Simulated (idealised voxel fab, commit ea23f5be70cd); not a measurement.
Process module in this document: voxel spacer lines
Cross-section cut: width 235 nm, square cells of 5 nm.
We lay out every cross-section as a grid of square cells and spell it out in bands from the top down, where one band means one or more rows of cells.
Band: top and bottom heights (nm) first, top before bottom; then materials from left to right, widths in nm. "full width" marks a sole material filling the band edge to edge. "empty" denotes empty space.
Below 0: as-received wafer, all one material; heights counted from there. Lowest band: no bottom, goes on down, written "0 and below".
You'd read "30 to 40" like this: the band's top row of cells is as wide as the first number, its bottom row is as wide as the second, and going down, every row changes width by the same amount as the row before did.
The cross-section has no changed cell in any step marked "nothing altered".
In "Closed void inventory" the enclosed voids are listed, meaning empty spaces of 8 cells or larger without any opening to the top. The form is width x height at distance, distance from the left edge, units nm.
Formally, on a step line, whatever follows the settings is a remark that the simulator itself makes on the step.
The setting "overlay nm" may be written on the line of a step. When the step uses a mask, the value reports how far to the right of the planned place the mask lay, and a negative value reports that it lay to the left.

## Planned step list for the process
1 RECEIVE | material Si
2 CONFORMAL_DEP | material Al2O3 | thk nm 5
3 DIRECTIONAL_DEP | material polySi | thk nm 10
4 DIRECTIONAL_DEP | material aC | thk nm 30
5 PATTERN | tone cover | mask id MANDREL | material resist | width nm 15 | pitch nm 50 | thk nm 35 | overlay nm 0
6 DIRECTIONAL_ETCH | etch materials aC | depth nm 30
7 STRIP | etch materials resist
8 CONFORMAL_DEP | material SiO2 | thk nm 10
9 DIRECTIONAL_ETCH | etch materials SiO2 | depth nm 10
10 STRIP | etch materials aC
11 DIRECTIONAL_ETCH | etch materials polySi | depth nm 10
12 STRIP | etch materials SiO2

## First of the two wafers, run per plan

## The cross-section here shows the wafer as received, i.e. in its state after step 1
  0 and below  Si full width
  Closed void inventory: none

## Once step 2 is through, the wafer looks like this in cross-section
  5 down to 0  Al2O3 full width
  For the remainder of the cross-section, below 0, there is no change.

## Once step 3 is through, the wafer looks like this in cross-section
  15 down to 5  polySi full width
  For the remainder of the cross-section, below 5, there is no change.

## Once step 4 is through, the wafer looks like this in cross-section
  45 down to 15  aC full width
  For the remainder of the cross-section, below 15, there is no change.

## Once step 5 is through, the wafer looks like this in cross-section
  80 down to 45  85 nm empty, then 15 nm resist, then 35 nm empty, then 15 nm resist, then 85 nm empty
  For the remainder of the cross-section, below 45, there is no change.

## Once step 6 is through, the wafer looks like this in cross-section
  50 down to 45  85 nm empty, then 15 nm resist, then 35 nm empty, then 15 nm resist, then 85 nm empty
  45 down to 15  85 nm empty, then 15 nm aC, then 35 nm empty, then 15 nm aC, then 85 nm empty
  For the remainder of the cross-section, below 15, there is no change.

## Once step 7 is through, the wafer looks like this in cross-section
  45 down to 15  85 nm empty, then 15 nm aC, then 35 nm empty, then 15 nm aC, then 85 nm empty
  For the remainder of the cross-section, below 15, there is no change.

## Once step 8 is through, the wafer looks like this in cross-section
  55 down to 45  75 nm empty, then 35 nm SiO2, then 15 nm empty, then 35 nm SiO2, then 75 nm empty
  45 down to 25  75 nm empty, then 10 nm SiO2, then 15 nm aC, then 10 nm SiO2, then 15 nm empty, then 10 nm SiO2, then 15 nm aC, then 10 nm SiO2, then 75 nm empty
  25 down to 15  85 nm SiO2, then 15 nm aC, then 35 nm SiO2, then 15 nm aC, then 85 nm SiO2
  For the remainder of the cross-section, below 15, there is no change.

## Once step 9 is through, the wafer looks like this in cross-section
  45 down to 15  75 nm empty, then 10 nm SiO2, then 15 nm aC, then 10 nm SiO2, then 15 nm empty, then 10 nm SiO2, then 15 nm aC, then 10 nm SiO2, then 75 nm empty
  For the remainder of the cross-section, below 15, there is no change.

## Once step 10 is through, the wafer looks like this in cross-section
  45 down to 15  75 nm empty, then 10 nm SiO2, then 15 nm empty, then 10 nm SiO2, then 15 nm empty, then 10 nm SiO2, then 15 nm empty, then 10 nm SiO2, then 75 nm empty
  For the remainder of the cross-section, below 15, there is no change.

## Once step 11 is through, the wafer looks like this in cross-section
  45 down to 15  75 nm empty, then 10 nm SiO2, then 15 nm empty, then 10 nm SiO2, then 15 nm empty, then 10 nm SiO2, then 15 nm empty, then 10 nm SiO2, then 75 nm empty
  15 down to 5  75 nm empty, then 10 nm polySi, then 15 nm empty, then 10 nm polySi, then 15 nm empty, then 10 nm polySi, then 15 nm empty, then 10 nm polySi, then 75 nm empty
  For the remainder of the cross-section, below 5, there is no change.

## Once step 12 is through, the wafer looks like this in cross-section
  15 down to 5  75 nm empty, then 10 nm polySi, then 15 nm empty, then 10 nm polySi, then 15 nm empty, then 10 nm polySi, then 15 nm empty, then 10 nm polySi, then 75 nm empty
  For the remainder of the cross-section, below 5, there is no change.

## Wafer two of the pair: same origin, same plan, one error during the run; identical to wafer one up to and including step 4

## Cross-section, second wafer, at the end time the plan gives for step 5
  80 down to 45  80 nm empty, then 15 nm resist, then 35 nm empty, then 15 nm resist, then 90 nm empty
  For the remainder of the cross-section, below 45, there is no change.

## Cross-section, second wafer, at the end time the plan gives for step 6
  50 down to 45  80 nm empty, then 15 nm resist, then 35 nm empty, then 15 nm resist, then 90 nm empty
  45 down to 15  80 nm empty, then 15 nm aC, then 35 nm empty, then 15 nm aC, then 90 nm empty
  For the remainder of the cross-section, below 15, there is no change.

## Cross-section, second wafer, at the end time the plan gives for step 7
  45 down to 15  80 nm empty, then 15 nm aC, then 35 nm empty, then 15 nm aC, then 90 nm empty
  For the remainder of the cross-section, below 15, there is no change.

## Cross-section, second wafer, at the end time the plan gives for step 8
  55 down to 45  70 nm empty, then 35 nm SiO2, then 15 nm empty, then 35 nm SiO2, then 80 nm empty
  45 down to 25  70 nm empty, then 10 nm SiO2, then 15 nm aC, then 10 nm SiO2, then 15 nm empty, then 10 nm SiO2, then 15 nm aC, then 10 nm SiO2, then 80 nm empty
  25 down to 15  80 nm SiO2, then 15 nm aC, then 35 nm SiO2, then 15 nm aC, then 90 nm SiO2
  For the remainder of the cross-section, below 15, there is no change.

## Cross-section, second wafer, at the end time the plan gives for step 9
  45 down to 15  70 nm empty, then 10 nm SiO2, then 15 nm aC, then 10 nm SiO2, then 15 nm empty, then 10 nm SiO2, then 15 nm aC, then 10 nm SiO2, then 80 nm empty
  For the remainder of the cross-section, below 15, there is no change.

## Cross-section, second wafer, at the end time the plan gives for step 10
  45 down to 15  70 nm empty, then 10 nm SiO2, then 15 nm empty, then 10 nm SiO2, then 15 nm empty, then 10 nm SiO2, then 15 nm empty, then 10 nm SiO2, then 80 nm empty
  For the remainder of the cross-section, below 15, there is no change.

## Cross-section, second wafer, at the end time the plan gives for step 11
  45 down to 15  70 nm empty, then 10 nm SiO2, then 15 nm empty, then 10 nm SiO2, then 15 nm empty, then 10 nm SiO2, then 15 nm empty, then 10 nm SiO2, then 80 nm empty
  15 down to 5  70 nm empty, then 10 nm polySi, then 15 nm empty, then 10 nm polySi, then 15 nm empty, then 10 nm polySi, then 15 nm empty, then 10 nm polySi, then 80 nm empty
  For the remainder of the cross-section, below 5, there is no change.

## Cross-section, second wafer, at the end time the plan gives for step 12
  15 down to 5  70 nm empty, then 10 nm polySi, then 15 nm empty, then 10 nm polySi, then 15 nm empty, then 10 nm polySi, then 15 nm empty, then 10 nm polySi, then 80 nm empty
  For the remainder of the cross-section, below 5, there is no change.
What went wrong in running the wafer? step 5 was not run as planned; what actually ran was PATTERN | tone cover | mask id MANDREL | material resist | width nm 15 | pitch nm 50 | thk nm 35 | overlay nm -5
Final wafers compared: equal cell tally per material, rearranged layout.
